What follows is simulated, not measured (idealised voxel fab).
The following process module bears the name voxel self aligned vias.
Section cut is 180 nm wide and gridded with 5 nm square cells.
Format of a cross-section: grid, square cells. Given as bands. Order: top down. Band: one or more rows of cells.
Band: top and bottom heights (nm) first, top before bottom; then materials from left to right, widths in nm. "edge to edge" marks a sole material filling the band edge to edge. "empty" denotes empty space.
A quick word on heights: they are counted from 0, and under that level the wafer as it came to us is one material throughout. The lowest band is different from the rest in having no bottom; it simply continues downward, written as in "0..down".
Width "30..40": first value at the band's top row of cells, second value at its bottom row, equal change from row to row.
For the purposes of this document, the phrase "changes: none" attached to a step denotes that no cell within the cross-section was modified by that step.
Entry "Closed void entries". Content: empty spaces with no open connection to the top, size 8 cells or greater. Each: width x height at distance. Distance: from left edge. Unit: nm.
Read whatever lies past the settings on a step's line as the simulator's own remark about the step.
A step's line can hold "overlay nm"; with a mask on that step, the setting says how far right of the planned place the mask lay, while a negative setting says it lay to the left.
-- Planned step list for the process
1. RECEIVE with material Si
2. CONFORMAL_DEP with material SiO2, thk nm 15
3. CONFORMAL_DEP with material SiCN, thk nm 5
4. DIRECTIONAL_DEP with material lowk, thk nm 25
5. DIRECTIONAL_DEP with material aC, thk nm 10
6. PATTERN with tone open, mask id LINES, material resist, width nm 20, pitch nm 55, thk nm 25, overlay nm 0
7. DIRECTIONAL_ETCH with etch materials aC, depth nm 10
8. STRIP with etch materials resist
9. DIRECTIONAL_ETCH with etch materials lowk, depth nm 25
10. STRIP with etch materials aC
11. CONFORMAL_DEP with material TiN, thk nm 5
12. FILL_DEP with material Ru, thk nm 5
13. CMP with height nm 45
14. SELECTIVE_ETCH with etch materials W Ru TiN, depth nm 5
15. FILL_DEP with material SiN, thk nm 10
16. CMP with height nm 45
17. DIRECTIONAL_DEP with material lowk, thk nm 15
18. PATTERN with tone open, mask id VIAS, material resist, width nm 40, pitch nm 55, thk nm 15, overlay nm 0
19. DIRECTIONAL_ETCH with etch materials lowk, depth nm 15
20. DIRECTIONAL_ETCH with etch materials SiN, depth nm 5
21. STRIP with etch materials resist
22. CONFORMAL_DEP with material TiN, thk nm 5
23. FILL_DEP with material W, thk nm 10
24. CMP with height nm 60
25. CONFORMAL_DEP with material SiN, thk nm 5
-- Run as planned: first of two wafers
-- As-received state of the wafer in cross-section, equivalent to post-step 1
- 0..down | Si edge to edge
- Closed void entries: none
-- Cross-section of the wafer subsequent to step 2
- 15..0 | SiO2 edge to edge
- No changes below 0.
-- Cross-section of the wafer subsequent to step 3
- 20..15 | SiCN edge to edge
- No changes below 15.
-- Cross-section of the wafer subsequent to step 4
- 45..20 | lowk edge to edge
- No changes below 20.
-- Cross-section of the wafer subsequent to step 5
- 55..45 | aC edge to edge
- No changes below 45.
-- Cross-section of the wafer subsequent to step 6
- 80..55 | 25 resist / 20 empty / 35 resist / 20 empty / 35 resist / 20 empty / 25 resist
- No changes below 55.
-- Cross-section of the wafer subsequent to step 7
- 70..55 | 25 resist / 20 empty / 35 resist / 20 empty / 35 resist / 20 empty / 25 resist
- 55..45 | 25 aC / 20 empty / 35 aC / 20 empty / 35 aC / 20 empty / 25 aC
- No changes below 45.
-- Cross-section of the wafer subsequent to step 8
- 55..45 | 25 aC / 20 empty / 35 aC / 20 empty / 35 aC / 20 empty / 25 aC
- No changes below 45.
-- Cross-section of the wafer subsequent to step 9
- 55..45 | 25 aC / 20 empty / 35 aC / 20 empty / 35 aC / 20 empty / 25 aC
- 45..20 | 25 lowk / 20 empty / 35 lowk / 20 empty / 35 lowk / 20 empty / 25 lowk
- No changes below 20.
-- Cross-section of the wafer subsequent to step 10
- 45..20 | 25 lowk / 20 empty / 35 lowk / 20 empty / 35 lowk / 20 empty / 25 lowk
- No changes below 20.
-- Cross-section of the wafer subsequent to step 11
- 50..45 | 30 TiN / 10 empty / 45 TiN / 10 empty / 45 TiN / 10 empty / 30 TiN
- 45..25 | 25 lowk / 5 TiN / 10 empty / 5 TiN / 35 lowk / 5 TiN / 10 empty / 5 TiN / 35 lowk / 5 TiN / 10 empty / 5 TiN / 25 lowk
- 25..20 | 25 lowk / 20 TiN / 35 lowk / 20 TiN / 35 lowk / 20 TiN / 25 lowk
- No changes below 20.
-- Cross-section of the wafer subsequent to step 12
- 55..50 | Ru edge to edge
- 50..45 | 30 TiN / 10 Ru / 45 TiN / 10 Ru / 45 TiN / 10 Ru / 30 TiN
- 45..25 | 25 lowk / 5 TiN / 10 Ru / 5 TiN / 35 lowk / 5 TiN / 10 Ru / 5 TiN / 35 lowk / 5 TiN / 10 Ru / 5 TiN / 25 lowk
- No changes below 25.
-- Cross-section of the wafer subsequent to step 13
- 45..25 | 25 lowk / 5 TiN / 10 Ru / 5 TiN / 35 lowk / 5 TiN / 10 Ru / 5 TiN / 35 lowk / 5 TiN / 10 Ru / 5 TiN / 25 lowk
- No changes below 25.
-- Cross-section of the wafer subsequent to step 14
- 45..40 | 25 lowk / 20 empty / 35 lowk / 20 empty / 35 lowk / 20 empty / 25 lowk
- No changes below 40.
-- Cross-section of the wafer subsequent to step 15
- 55..45 | SiN edge to edge
- 45..40 | 25 lowk / 20 SiN / 35 lowk / 20 SiN / 35 lowk / 20 SiN / 25 lowk
- No changes below 40.
-- Cross-section of the wafer subsequent to step 16
- 45..40 | 25 lowk / 20 SiN / 35 lowk / 20 SiN / 35 lowk / 20 SiN / 25 lowk
- No changes below 40.
-- Cross-section of the wafer subsequent to step 17
- 60..45 | lowk edge to edge
- No changes below 45.
-- Cross-section of the wafer subsequent to step 18
- 75..60 | 15 resist / 40 empty / 15 resist / 40 empty / 15 resist / 40 empty / 15 resist
- No changes below 60.
-- Cross-section of the wafer subsequent to step 19
- 75..60 | 15 resist / 40 empty / 15 resist / 40 empty / 15 resist / 40 empty / 15 resist
- 60..45 | 15 lowk / 40 empty / 15 lowk / 40 empty / 15 lowk / 40 empty / 15 lowk
- No changes below 45.
-- Cross-section of the wafer subsequent to step 20
- 75..60 | 15 resist / 40 empty / 15 resist / 40 empty / 15 resist / 40 empty / 15 resist
- 60..45 | 15 lowk / 40 empty / 15 lowk / 40 empty / 15 lowk / 40 empty / 15 lowk
- 45..40 | 25 lowk / 20 empty / 35 lowk / 20 empty / 35 lowk / 20 empty / 25 lowk
- No changes below 40.
-- Cross-section of the wafer subsequent to step 21
- 60..45 | 15 lowk / 40 empty / 15 lowk / 40 empty / 15 lowk / 40 empty / 15 lowk
- No changes below 45.
-- Cross-section of the wafer subsequent to step 22
- 65..60 | 20 TiN / 30 empty / 25 TiN / 30 empty / 25 TiN / 30 empty / 20 TiN
- 60..50 | 15 lowk / 5 TiN / 30 empty / 5 TiN / 15 lowk / 5 TiN / 30 empty / 5 TiN / 15 lowk / 5 TiN / 30 empty / 5 TiN / 15 lowk
- 50..45 | 15 lowk / 15 TiN / 10 empty / 15 TiN / 15 lowk / 15 TiN / 10 empty / 15 TiN / 15 lowk / 15 TiN / 10 empty / 15 TiN / 15 lowk
- 45..40 | 25 lowk / 20 TiN / 35 lowk / 20 TiN / 35 lowk / 20 TiN / 25 lowk
- No changes below 40.
-- Cross-section of the wafer subsequent to step 23
- 75..65 | W edge to edge
- 65..60 | 20 TiN / 30 W / 25 TiN / 30 W / 25 TiN / 30 W / 20 TiN
- 60..50 | 15 lowk / 5 TiN / 30 W / 5 TiN / 15 lowk / 5 TiN / 30 W / 5 TiN / 15 lowk / 5 TiN / 30 W / 5 TiN / 15 lowk
- 50..45 | 15 lowk / 15 TiN / 10 W / 15 TiN / 15 lowk / 15 TiN / 10 W / 15 TiN / 15 lowk / 15 TiN / 10 W / 15 TiN / 15 lowk
- No changes below 45.
-- Cross-section of the wafer subsequent to step 24
- 60..50 | 15 lowk / 5 TiN / 30 W / 5 TiN / 15 lowk / 5 TiN / 30 W / 5 TiN / 15 lowk / 5 TiN / 30 W / 5 TiN / 15 lowk
- No changes below 50.
-- Cross-section of the wafer subsequent to step 25
- 65..60 | SiN edge to edge
- No changes below 60.
-- Wafer two. Identical start, identical plan. One mistake in execution. Identical history through step 2
Second wafer shown in cross-section at the time step 3 was slated to end: changes: none
-- Second wafer shown in cross-section at the time step 4 was slated to end
- 40..15 | lowk edge to edge
- No changes below 15.
-- Second wafer shown in cross-section at the time step 5 was slated to end
- 50..40 | aC edge to edge
- No changes below 40.
-- Second wafer shown in cross-section at the time step 6 was slated to end
- 75..50 | 25 resist / 20 empty / 35 resist / 20 empty / 35 resist / 20 empty / 25 resist
- No changes below 50.
-- Second wafer shown in cross-section at the time step 7 was slated to end
- 65..50 | 25 resist / 20 empty / 35 resist / 20 empty / 35 resist / 20 empty / 25 resist
- 50..40 | 25 aC / 20 empty / 35 aC / 20 empty / 35 aC / 20 empty / 25 aC
- No changes below 40.
-- Second wafer shown in cross-section at the time step 8 was slated to end
- 50..40 | 25 aC / 20 empty / 35 aC / 20 empty / 35 aC / 20 empty / 25 aC
- No changes below 40.
-- Second wafer shown in cross-section at the time step 9 was slated to end
- 50..40 | 25 aC / 20 empty / 35 aC / 20 empty / 35 aC / 20 empty / 25 aC
- 40..15 | 25 lowk / 20 empty / 35 lowk / 20 empty / 35 lowk / 20 empty / 25 lowk
- No changes below 15.
-- Second wafer shown in cross-section at the time step 10 was slated to end
- 40..15 | 25 lowk / 20 empty / 35 lowk / 20 empty / 35 lowk / 20 empty / 25 lowk
- No changes below 15.
-- Second wafer shown in cross-section at the time step 11 was slated to end
- 45..40 | 30 TiN / 10 empty / 45 TiN / 10 empty / 45 TiN / 10 empty / 30 TiN
- 40..20 | 25 lowk / 5 TiN / 10 empty / 5 TiN / 35 lowk / 5 TiN / 10 empty / 5 TiN / 35 lowk / 5 TiN / 10 empty / 5 TiN / 25 lowk
- 20..15 | 25 lowk / 20 TiN / 35 lowk / 20 TiN / 35 lowk / 20 TiN / 25 lowk
- No changes below 15.
-- Second wafer shown in cross-section at the time step 12 was slated to end
- 50..45 | Ru edge to edge
- 45..40 | 30 TiN / 10 Ru / 45 TiN / 10 Ru / 45 TiN / 10 Ru / 30 TiN
- 40..20 | 25 lowk / 5 TiN / 10 Ru / 5 TiN / 35 lowk / 5 TiN / 10 Ru / 5 TiN / 35 lowk / 5 TiN / 10 Ru / 5 TiN / 25 lowk
- No changes below 20.
-- Second wafer shown in cross-section at the time step 13 was slated to end
- 45..40 | 30 TiN / 10 Ru / 45 TiN / 10 Ru / 45 TiN / 10 Ru / 30 TiN
- No changes below 40.
-- Second wafer shown in cross-section at the time step 14 was slated to end
- 40..20 | 25 lowk / 5 TiN / 10 Ru / 5 TiN / 35 lowk / 5 TiN / 10 Ru / 5 TiN / 35 lowk / 5 TiN / 10 Ru / 5 TiN / 25 lowk
- No changes below 20.
-- Second wafer shown in cross-section at the time step 15 was slated to end
- 50..40 | SiN edge to edge
- No changes below 40.
-- Second wafer shown in cross-section at the time step 16 was slated to end
- 45..40 | SiN edge to edge
- No changes below 40.
-- Second wafer shown in cross-section at the time step 17 was slated to end
- 60..45 | lowk edge to edge
- No changes below 45.
-- Second wafer shown in cross-section at the time step 18 was slated to end
- 75..60 | 15 resist / 40 empty / 15 resist / 40 empty / 15 resist / 40 empty / 15 resist
- No changes below 60.
-- Second wafer shown in cross-section at the time step 19 was slated to end
- 75..60 | 15 resist / 40 empty / 15 resist / 40 empty / 15 resist / 40 empty / 15 resist
- 60..45 | 15 lowk / 40 empty / 15 lowk / 40 empty / 15 lowk / 40 empty / 15 lowk
- No changes below 45.
-- Second wafer shown in cross-section at the time step 20 was slated to end
- 75..60 | 15 resist / 40 empty / 15 resist / 40 empty / 15 resist / 40 empty / 15 resist
- 60..45 | 15 lowk / 40 empty / 15 lowk / 40 empty / 15 lowk / 40 empty / 15 lowk
- 45..40 | 15 SiN / 40 empty / 15 SiN / 40 empty / 15 SiN / 40 empty / 15 SiN
- No changes below 40.
-- Second wafer shown in cross-section at the time step 21 was slated to end
- 60..45 | 15 lowk / 40 empty / 15 lowk / 40 empty / 15 lowk / 40 empty / 15 lowk
- No changes below 45.
-- Second wafer shown in cross-section at the time step 22 was slated to end
- 65..60 | 20 TiN / 30 empty / 25 TiN / 30 empty / 25 TiN / 30 empty / 20 TiN
- 60..45 | 15 lowk / 5 TiN / 30 empty / 5 TiN / 15 lowk / 5 TiN / 30 empty / 5 TiN / 15 lowk / 5 TiN / 30 empty / 5 TiN / 15 lowk
- 45..40 | 15 SiN / 40 TiN / 15 SiN / 40 TiN / 15 SiN / 40 TiN / 15 SiN
- No changes below 40.
-- Second wafer shown in cross-section at the time step 23 was slated to end
- 75..65 | W edge to edge
- 65..60 | 20 TiN / 30 W / 25 TiN / 30 W / 25 TiN / 30 W / 20 TiN
- 60..45 | 15 lowk / 5 TiN / 30 W / 5 TiN / 15 lowk / 5 TiN / 30 W / 5 TiN / 15 lowk / 5 TiN / 30 W / 5 TiN / 15 lowk
- No changes below 45.
-- Second wafer shown in cross-section at the time step 24 was slated to end
- 60..45 | 15 lowk / 5 TiN / 30 W / 5 TiN / 15 lowk / 5 TiN / 30 W / 5 TiN / 15 lowk / 5 TiN / 30 W / 5 TiN / 15 lowk
- No changes below 45.
-- Second wafer shown in cross-section at the time step 25 was slated to end
- 65..60 | SiN edge to edge
- No changes below 60.
Processing error: plan step 3 never ran because it was skipped
Final tally in cells, some materials are higher or lower on the second wafer than on the first: 6 more of Ru, 36 fewer of SiCN, 12 more of SiN, 6 more of TiN, 12 more of W
